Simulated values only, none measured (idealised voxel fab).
Process module under the name voxel transistor to metal
Section shown: cut. Width: 170 nm. Cell size: 5 nm, square.
If you're reading a cross-section in this doc, picture square cells in a grid; it comes to you as bands, top ones listed first down to the bottom, and a band can be one or more rows of cells. Basically the band line says how high the top is and how high the bottom is, in nm, and then what's in it from left to right, every material with its width in nm. Empty space shows up as "blank", and if a single material carries "edge to edge" it runs the full band edge to edge. Note: height 0 marks the level under which the wafer is uniformly one material as received. Lowest band unbounded below, written "0 nm and below". The notation "30..40" denotes a width that varies across the rows of cells in the band, beginning at the first number in the top row, finishing at the second number in the bottom row, and changing by an identical amount from each row to the next. What does "no modifications" mean for a step? It means no cell of the cross-section changed in that step. "Enclosed void listing": empty spaces of 8 cells or more with no open way to the top, each given as width x height at distance, distance from the left edge, all in nm. It should be noted that, on the line of a given step, the content following the step's settings is a remark produced by the simulator itself with respect to that step. "overlay nm", when on a step's line for a step with a mask, measures how far to the right of its planned place the mask lay; a negative measure means to the left.
-- Process steps foreseen in the plan
1. RECEIVE: material Si
2. OXIDIZE: depth nm 5
3. CONFORMAL_DEP: material SiN, thk nm 10
4. MASKED_ETCH: tone cover, mask id ACTIVE, width nm 125, etch materials SiN, depth nm 10, overlay nm 0
5. MASKED_ETCH: tone cover, mask id ACTIVE, width nm 125, etch materials SiO2, depth nm 5, overlay nm 0
6. MASKED_ETCH: tone cover, mask id ACTIVE, width nm 125, etch materials Si, depth nm 25, overlay nm 0
7. OXIDIZE: depth nm 5
8. FILL_DEP: material SiO2, thk nm 15
9. CMP: height nm 10
10. SELECTIVE_ETCH: etch materials SiO2, depth nm 5
11. STRIP: etch materials SiN
12. SELECTIVE_ETCH: etch materials SiO2, depth nm 5
13. OXIDIZE: depth nm 5
14. DIRECTIONAL_DEP: material polySi, thk nm 30
15. DIRECTIONAL_DEP: material SiCN, thk nm 10
16. MASKED_ETCH: tone cover, mask id GATE, width nm 25, etch materials SiCN, depth nm 20, overlay nm 0
17. MASKED_ETCH: tone cover, mask id GATE, width nm 25, etch materials polySi, depth nm 40, overlay nm 0
18. CONFORMAL_DEP: material SiO2, thk nm 5
19. DIRECTIONAL_ETCH: etch materials SiO2, depth nm 5
20. CONFORMAL_DEP: material SiN, thk nm 10
21. DIRECTIONAL_ETCH: etch materials SiN, depth nm 10
22. DIRECTIONAL_ETCH: etch materials SiO2, depth nm 5
23. DIRECTIONAL_ETCH: etch materials Si, depth nm 10
24. EPI: material pSi, thk nm 15
25. FILL_DEP: material SiO2, thk nm 5
26. CMP: height nm 35
27. DIRECTIONAL_DEP: material SiO2, thk nm 10
28. PATTERN: tone open, mask id CONTACT, material resist, width nm 35, pitch nm 70, thk nm 20, overlay nm 0
29. DIRECTIONAL_ETCH: etch materials SiO2, depth nm 40
30. STRIP: etch materials resist
31. CONFORMAL_DEP: material TiN, thk nm 5
32. FILL_DEP: material W, thk nm 10
33. CMP: height nm 45
34. CONFORMAL_DEP: material SiN, thk nm 5
35. DIRECTIONAL_DEP: material lowk, thk nm 25
36. DIRECTIONAL_DEP: material aC, thk nm 15
37. PATTERN: tone open, mask id METAL_1, material resist, width nm 20, pitch nm 85, thk nm 30, overlay nm 0
38. DIRECTIONAL_ETCH: etch materials aC, depth nm 15
39. STRIP: etch materials resist
40. DIRECTIONAL_ETCH: etch materials lowk, depth nm 25
41. DIRECTIONAL_ETCH: etch materials SiN, depth nm 5
42. STRIP: etch materials aC
43. CONFORMAL_DEP: material TiN, thk nm 5
44. FILL_DEP: material Ru, thk nm 5
45. CMP: height nm 75
46. CONFORMAL_DEP: material SiCN, thk nm 5
47. DIRECTIONAL_DEP: material lowk, thk nm 25
48. MASKED_ETCH: tone open, mask id METAL_2, width nm 20, pitch nm 85, etch materials lowk, depth nm 15, overlay nm 0
49. MASKED_ETCH: tone open, mask id METAL_2_HOLES, width nm 15, pitch nm 85, etch materials lowk, depth nm 10, overlay nm 0
50. MASKED_ETCH: tone open, mask id METAL_2_HOLES, width nm 15, pitch nm 85, etch materials SiCN, depth nm 5, overlay nm 0
51. CONFORMAL_DEP: material TiN, thk nm 5
52. FILL_DEP: material Cu, thk nm 10
53. CMP: height nm 105
54. CONFORMAL_DEP: material SiCN, thk nm 5
-- Wafer cross-section on receipt, i.e. after step 1
  0 nm and below = Si edge to edge
  Enclosed void listing: none
-- Look at the cross-section after the module: the wafer started out the way shown above and the plan was the one shown above, yet one mistake was made along the way
  110 nm to 105 nm = SiCN edge to edge
  105 nm to 95 nm = 30 nm lowk, then 5 nm TiN, then 10 nm Cu, then 5 nm TiN, then 65 nm lowk, then 5 nm TiN, then 10 nm Cu, then 5 nm TiN, then 35 nm lowk
  95 nm to 90 nm = 30 nm lowk, then 5 nm TiN, then 5 nm Cu, then 10 nm TiN, then 65 nm lowk, then 5 nm TiN, then 5 nm Cu, then 10 nm TiN, then 35 nm lowk
  90 nm to 80 nm = 30 nm lowk, then 5 nm TiN, then 5 nm Cu, then 5 nm TiN, then 70 nm lowk, then 5 nm TiN, then 5 nm Cu, then 5 nm TiN, then 40 nm lowk
  80 nm to 75 nm = 30 nm SiCN, then 15 nm TiN, then 70 nm SiCN, then 15 nm TiN, then 40 nm SiCN
  75 nm to 50 nm = 30 nm lowk, then 5 nm TiN, then 10 nm Ru, then 5 nm TiN, then 65 nm lowk, then 5 nm TiN, then 10 nm Ru, then 5 nm TiN, then 35 nm lowk
  50 nm to 45 nm = 30 nm SiN, then 20 nm TiN, then 65 nm SiN, then 20 nm TiN, then 35 nm SiN
  45 nm to 35 nm = 40 nm SiO2, then 5 nm TiN, then 25..5 nm W, then 5..25 nm TiN, then 35 nm SiO2, then 5 nm TiN, then 25 nm W, then 5 nm TiN, then 25 nm SiO2
  35 nm to 25 nm = 40 nm SiO2, then 5 nm TiN, then 5 nm W, then 5 nm TiN, then 10 nm SiN, then 5 nm TiN, then 25 nm SiCN, then 5 nm SiO2, then 10 nm SiN, then 5 nm TiN, then 25 nm W, then 5 nm TiN, then 25 nm SiO2
  25 nm to 10 nm = 40 nm SiO2, then 5 nm TiN, then 5 nm W, then 5 nm TiN, then 10 nm SiN, then 5 nm TiN, then 25 nm polySi, then 5 nm SiO2, then 10 nm SiN, then 5 nm TiN, then 25 nm W, then 5 nm TiN, then 25 nm SiO2
  10 nm to 5 nm = 40 nm SiO2, then 15 nm TiN, then 10 nm SiN, then 5 nm TiN, then 25 nm polySi, then 5 nm SiO2, then 10 nm SiN, then 35 nm TiN, then 25 nm SiO2
  5 nm to 0 nm = 25 nm SiO2, then 30 nm pSi, then 10 nm SiN, then 5 nm SiO2, then 25 nm polySi, then 5 nm SiO2, then 10 nm SiN, then 30 nm pSi, then 30 nm SiO2
  0 nm to -5 nm = 20 nm SiO2, then 10 nm SiN, then 25 nm pSi, then 10 nm SiN, then 5 nm SiO2, then 25 nm polySi, then 5 nm SiO2, then 10 nm SiN, then 25 nm pSi, then 10 nm SiN, then 25 nm SiO2
  -5 nm to -10 nm = 30 nm SiO2, then 25 nm pSi, then 55 nm SiO2, then 25 nm pSi, then 35 nm SiO2
  -10 nm to -20 nm = 25 nm SiO2, then 5 nm Si, then 25 nm pSi, then 55 nm Si, then 25 nm pSi, then 5 nm Si, then 30 nm SiO2
  -20 nm to -35 nm = 25 nm SiO2, then 115 nm Si, then 30 nm SiO2
  -35 nm and below = Si edge to edge
  Enclosed void listing: none
What broke from the plan during processing? step 28 changed vs plan, executed as PATTERN: tone open, mask id CONTACT, material resist, width nm 35, pitch nm 70, thk nm 20, overlay nm 10
